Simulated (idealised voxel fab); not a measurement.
A process module follows: voxel double patterning.
It is cross-section cut that appears here, measuring 140 nm in width, its square cells being 5 nm in size.
Bands, listed from the top down, are how a cross-section gets written in this document; the cross-section itself is a grid of square cells, and a band is one or more rows of them. First you get the band's top height and its bottom height, in nm, and then the materials it's made of, left to right, with each width in nm. If you see a single material with "throughout", that one covers the band edge to edge. "blank" is empty space. Heads up on the height convention: 0 is the point under which the incoming wafer is all one material, and the lowest band has no bottom, it just keeps going down, like "0 nm and below". It should be noted that a width expressed as "30 to 40" varies in equal increments from row to row of cells within the band, taking the value of the first number at the top row and that of the second number at the bottom row. "no change" (step): cross-section cells unchanged, all of them. Closed empty spaces (no open way to the top) of 8 cells or more are what "Sealed-off cavities" lists, each as width x height at distance from the left edge, nm for all three. Whatever follows a step's settings on its line is a remark the simulator itself makes about that step. overlay nm: on a step with a mask, how far right of its planned place the mask lay; negative means left.
**The process steps that were planned are listed below**
| 1 | RECEIVE | material Si |
| 2 | CONFORMAL_DEP | material SiO2 | thk nm 5 |
| 3 | DIRECTIONAL_DEP | material W | thk nm 15 |
| 4 | DIRECTIONAL_DEP | material SiN | thk nm 5 |
| 5 | MASKED_ETCH | tone open | mask id FIRST | width nm 15 | pitch nm 50 | etch materials SiN | depth nm 5 | overlay nm 0 |
| 6 | MASKED_ETCH | tone open | mask id SECOND | width nm 15 | etch materials SiN | depth nm 5 | overlay nm 0 |
| 7 | DIRECTIONAL_ETCH | etch materials W | depth nm 15 |
| 8 | STRIP | etch materials SiN |
**The following pertains to the first of two wafers, which was processed as planned**
**Wafer at receipt (post step 1), cross-section**
0 nm and below: Si throughout
Sealed-off cavities: none
**Cross-section of the wafer after step 2**
5 nm to 0 nm: SiO2 throughout
No changes below 0.
**Cross-section of the wafer after step 3**
20 nm to 5 nm: W throughout
No changes below 5.
**Cross-section of the wafer after step 4**
25 nm to 20 nm: SiN throughout
No changes below 20.
**Cross-section of the wafer after step 5**
25 nm to 20 nm: SiN 35, blank 15, SiN 35, blank 15, SiN 40
No changes below 20.
**Cross-section of the wafer after step 6**
25 nm to 20 nm: SiN 35, blank 15, SiN 10, blank 15, SiN 10, blank 15, SiN 40
No changes below 20.
**Cross-section of the wafer after step 7**
25 nm to 20 nm: SiN 35, blank 15, SiN 10, blank 15, SiN 10, blank 15, SiN 40
20 nm to 5 nm: W 35, blank 15, W 10, blank 15, W 10, blank 15, W 40
No changes below 5.
**Cross-section of the wafer after step 8**
20 nm to 5 nm: W 35, blank 15, W 10, blank 15, W 10, blank 15, W 40
No changes below 5.
**Okay, second wafer. Nothing different at the start, nothing different in the plan, just one mistake somewhere in the running. As far as step 2, counting that step, it's the first wafer all over again**
**Second wafer shown in cross-section at the time step 3 was slated to end**
35 nm to 5 nm: W throughout
No changes below 5.
**Second wafer shown in cross-section at the time step 4 was slated to end**
40 nm to 35 nm: SiN throughout
No changes below 35.
**Second wafer shown in cross-section at the time step 5 was slated to end**
40 nm to 35 nm: SiN 35, blank 15, SiN 35, blank 15, SiN 40
No changes below 35.
**Second wafer shown in cross-section at the time step 6 was slated to end**
40 nm to 35 nm: SiN 35, blank 15, SiN 10, blank 15, SiN 10, blank 15, SiN 40
No changes below 35.
**Second wafer shown in cross-section at the time step 7 was slated to end**
40 nm to 35 nm: SiN 35, blank 15, SiN 10, blank 15, SiN 10, blank 15, SiN 40
35 nm to 20 nm: W 35, blank 15, W 10, blank 15, W 10, blank 15, W 40
No changes below 20.
**Second wafer shown in cross-section at the time step 8 was slated to end**
35 nm to 20 nm: W 35, blank 15, W 10, blank 15, W 10, blank 15, W 40
No changes below 20.
Misprocessing identified: step 3 of the plan was carried out twice
Materials where the second wafer ends with more or fewer cells than the first: W +84
